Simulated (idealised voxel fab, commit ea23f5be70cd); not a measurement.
process module | voxel transistor to metal
cross-section cut | 140 nm wide | cells 5 nm
A cross-section is a grid of square cells, given in bands from the top down. A band is one or more rows of cells.
Each band's line starts with the height of the band's top and of its bottom, in nm. Then come its materials from left to right, each with its width in nm. One material with "throughout" fills the band from edge to edge. "air" is empty space.
Height 0 is the level under which the wafer as received is all one material. The lowest band goes on downwards, as in "0 down".
A width such as "30 to 40" changes by the same amount from each row of cells to the next, from the band's top row to its bottom row.
"no change" after a step means that no cell of the cross-section changed.
closed voids: empty space of 8 cells or more with no open way to the top, each as width x height at its distance from the left edge, in nm
after a step's settings: what the simulator itself notes on the step
overlay nm, on a step with a mask: how far to the right of its planned place the mask lay; to the left if negative
plan
1 op RECEIVE | material Si
2 op OXIDIZE | depth nm 5
3 op CONFORMAL_DEP | material SiN | thk nm 10
4 op MASKED_ETCH | tone cover | mask id ACTIVE | width nm 105 | etch materials SiN | depth nm 10 | overlay nm 0
5 op MASKED_ETCH | tone cover | mask id ACTIVE | width nm 105 | etch materials SiO2 | depth nm 5 | overlay nm 0
6 op MASKED_ETCH | tone cover | mask id ACTIVE | width nm 105 | etch materials Si | depth nm 30 | overlay nm 0
7 op OXIDIZE | depth nm 5
8 op FILL_DEP | material SiO2 | thk nm 15
9 op CMP | height nm 10
10 op SELECTIVE_ETCH | etch materials SiO2 | depth nm 5
11 op STRIP | etch materials SiN
12 op SELECTIVE_ETCH | etch materials SiO2 | depth nm 5
13 op OXIDIZE | depth nm 5
14 op DIRECTIONAL_DEP | material polySi | thk nm 20
15 op DIRECTIONAL_DEP | material SiCN | thk nm 15
16 op DIRECTIONAL_DEP | material aC | thk nm 10
17 op PATTERN | tone cover | mask id GATE | material resist | width nm 25 | thk nm 25 | overlay nm 0
18 op DIRECTIONAL_ETCH | etch materials aC | depth nm 10
19 op STRIP | etch materials resist
20 op DIRECTIONAL_ETCH | etch materials SiCN | depth nm 25
21 op DIRECTIONAL_ETCH | etch materials polySi | depth nm 30
22 op STRIP | etch materials aC
23 op CONFORMAL_DEP | material SiN | thk nm 5
24 op DIRECTIONAL_ETCH | etch materials SiN | depth nm 5
25 op DIRECTIONAL_ETCH | etch materials SiO2 | depth nm 5
26 op DIRECTIONAL_ETCH | etch materials Si | depth nm 5
27 op EPI | material pSi | thk nm 10
28 op FILL_DEP | material SiO2 | thk nm 10
29 op CMP | height nm 15
30 op STRIP | etch materials polySi
31 op SELECTIVE_ETCH | etch materials SiO2 | depth nm 5
32 op CONFORMAL_DEP | material HfO2 | thk nm 5
33 op CONFORMAL_DEP | material TiN | thk nm 5
34 op FILL_DEP | material W | thk nm 5
35 op CMP | height nm 10
36 op DIRECTIONAL_DEP | material SiO2 | thk nm 10
37 op PATTERN | tone open | mask id CONTACT | material resist | width nm 15 | pitch nm 80 | thk nm 15 | overlay nm 0
38 op DIRECTIONAL_ETCH | etch materials SiO2 | depth nm 25
39 op STRIP | etch materials resist
40 op CONFORMAL_DEP | material TiN | thk nm 5
41 op FILL_DEP | material Ru | thk nm 10
42 op CMP | height nm 20
43 op CONFORMAL_DEP | material SiCN | thk nm 5
44 op DIRECTIONAL_DEP | material lowk | thk nm 20
45 op DIRECTIONAL_DEP | material aC | thk nm 15
46 op PATTERN | tone open | mask id METAL_1 | material resist | width nm 15 | pitch nm 80 | thk nm 30 | overlay nm 0
47 op DIRECTIONAL_ETCH | etch materials aC | depth nm 15
48 op STRIP | etch materials resist
49 op DIRECTIONAL_ETCH | etch materials lowk | depth nm 20
50 op DIRECTIONAL_ETCH | etch materials SiCN | depth nm 5
51 op STRIP | etch materials aC
52 op CONFORMAL_DEP | material TiN | thk nm 5
53 op FILL_DEP | material Cu | thk nm 5
54 op CMP | height nm 45
55 op CONFORMAL_DEP | material SiCN | thk nm 5
56 op DIRECTIONAL_DEP | material lowk | thk nm 35
57 op PATTERN | tone open | mask id METAL_2 | material resist | width nm 15 | pitch nm 80 | thk nm 15 | overlay nm 0
58 op DIRECTIONAL_ETCH | etch materials lowk | depth nm 20
59 op STRIP | etch materials resist
60 op MASKED_ETCH | tone open | mask id METAL_2_HOLES | width nm 15 | pitch nm 80 | etch materials lowk | depth nm 15 | overlay nm 0
61 op MASKED_ETCH | tone open | mask id METAL_2_HOLES | width nm 15 | pitch nm 80 | etch materials SiCN | depth nm 5 | overlay nm 0
62 op CONFORMAL_DEP | material TiN | thk nm 5
63 op FILL_DEP | material Ru | thk nm 10
64 op CMP | height nm 85
65 op CONFORMAL_DEP | material SiCN | thk nm 5
as received, after step 1
  0 down: Si throughout
  closed voids: none
a wafer at the end: this start, this plan, one mistake
  90 to 85: SiCN throughout
  85 to 50: lowk 20 | TiN 5 | Ru 5 | TiN 5 | lowk 65 | TiN 5 | Ru 5 | TiN 5 | lowk 25
  50 to 45: SiCN 20 | TiN 15 | SiCN 65 | TiN 15 | SiCN 25
  45 to 25: lowk 15 | TiN 5 | Cu 15 | TiN 5 | lowk 55 | TiN 5 | Cu 15 | TiN 5 | lowk 20
  25 to 20: SiCN 15 | TiN 25 | SiCN 55 | TiN 25 | SiCN 20
  20 to 10: SiO2 20 | TiN 5 | Ru 5 | TiN 5 | SiO2 65 | TiN 5 | Ru 5 | TiN 5 | SiO2 25
  10 to 0: SiO2 20 | TiN 5 | Ru 5 | TiN 5 | SiO2 15 | SiN 5 | HfO2 5 | TiN 5 | W 5 | TiN 5 | HfO2 5 | SiN 5 | SiO2 15 | TiN 5 | Ru 5 | TiN 5 | SiO2 25
  0 to -5: SiO2 10 | SiN 5 | SiO2 5 | TiN 15 | SiO2 5 | pSi 10 | SiN 5 | HfO2 5 | TiN 15 | HfO2 5 | SiN 5 | pSi 10 | SiO2 5 | TiN 15 | SiO2 5 | SiN 5 | SiO2 15
  -5 to -10: SiO2 15 | pSi 35 | HfO2 35 | pSi 35 | SiO2 20
  -10 to -15: SiO2 20 | pSi 30 | Si 35 | pSi 30 | SiO2 25
  -15 to -40: SiO2 20 | Si 95 | SiO2 25
  -40 down: Si throughout
  closed voids: none
what went wrong: step 46 ran as: op PATTERN | tone open | mask id METAL_1 | material resist | width nm 25 | pitch nm 80 | thk nm 30 | overlay nm 0
